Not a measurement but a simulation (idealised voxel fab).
process module | voxel tone inversion
cross-section cut | 275 nm wide | cells 5 nm
A cross-section is a grid of square cells, given in bands from the top down. A band is one or more rows of cells.
Each band's line starts with the height of the band's top and of its bottom, in nm. Then come its materials from left to right, each with its width in nm. One material with "throughout" fills the band from edge to edge. "air" is empty space.
Height 0 is the level under which the wafer as received is all one material. The lowest band goes on downwards, as in "0 down".
A width such as "30 to 40" changes by the same amount from each row of cells to the next, from the band's top row to its bottom row.
"no change" after a step means that no cell of the cross-section changed.
closed voids: empty space of 8 cells or more with no open way to the top, each as width x height at its distance from the left edge, in nm
after a step's settings: what the simulator itself notes on the step
overlay nm, on a step with a mask: how far to the right of its planned place the mask lay; to the left if negative
plan
1 op RECEIVE | material Si
2 op CONFORMAL_DEP | material SiN | thk nm 5
3 op DIRECTIONAL_DEP | material polySi | thk nm 20
4 op PATTERN | tone cover | mask id POSTS | material resist | width nm 15 | pitch nm 40 | thk nm 25 | overlay nm -15
5 op DIRECTIONAL_ETCH | etch materials polySi | depth nm 20
6 op STRIP | etch materials resist
7 op FILL_DEP | material lowk | thk nm 5
8 op CMP | height nm 25
9 op STRIP | etch materials polySi
10 op CONFORMAL_DEP | material TiN | thk nm 5
11 op FILL_DEP | material Ru | thk nm 10
12 op CMP | height nm 25
13 op CONFORMAL_DEP | material SiCN | thk nm 5
varied across the wafers: overlay nm of step 4. The plan shows the first wafer's value. All wafers start alike
first wafer as received, after step 1
  0 down: Si throughout
  closed voids: none
first wafer at the end, after step 13
  30 to 25: SiCN throughout
  25 to 10: lowk 55 | TiN 5 | Ru 5 | TiN 5 | lowk 25 | TiN 5 | Ru 5 | TiN 5 | lowk 25 | TiN 5 | Ru 5 | TiN 5 | lowk 25 | TiN 5 | Ru 5 | TiN 5 | lowk 85
  10 to 5: lowk 55 | TiN 15 | lowk 25 | TiN 15 | lowk 25 | TiN 15 | lowk 25 | TiN 15 | lowk 85
  5 to 0: SiN throughout
  0 down: Si throughout
  closed voids: none
last wafer at the end
  30 to 25: SiCN throughout
  25 to 10: lowk 85 | TiN 5 | Ru 5 | TiN 5 | lowk 25 | TiN 5 | Ru 5 | TiN 5 | lowk 25 | TiN 5 | Ru 5 | TiN 5 | lowk 25 | TiN 5 | Ru 5 | TiN 5 | lowk 55
  10 to 5: lowk 85 | TiN 15 | lowk 25 | TiN 15 | lowk 25 | TiN 15 | lowk 25 | TiN 15 | lowk 55
  5 to 0: SiN throughout
  0 down: Si throughout
  closed voids: none
each wafer at the end: cells of each material gained (+) or lost (-) since it was received, then its closed voids
overlay nm -15 | +12 Ru | +55 SiCN | +55 SiN | +36 TiN | +172 lowk | closed voids: none
overlay nm -10 | +12 Ru | +55 SiCN | +55 SiN | +36 TiN | +172 lowk | closed voids: none
overlay nm -5 | +12 Ru | +55 SiCN | +55 SiN | +36 TiN | +172 lowk | closed voids: none
overlay nm 0 | +12 Ru | +55 SiCN | +55 SiN | +36 TiN | +172 lowk | closed voids: none
overlay nm 5 | +12 Ru | +55 SiCN | +55 SiN | +36 TiN | +172 lowk | closed voids: none
overlay nm 10 | +12 Ru | +55 SiCN | +55 SiN | +36 TiN | +172 lowk | closed voids: none
overlay nm 15 | +12 Ru | +55 SiCN | +55 SiN | +36 TiN | +172 lowk | closed voids: none
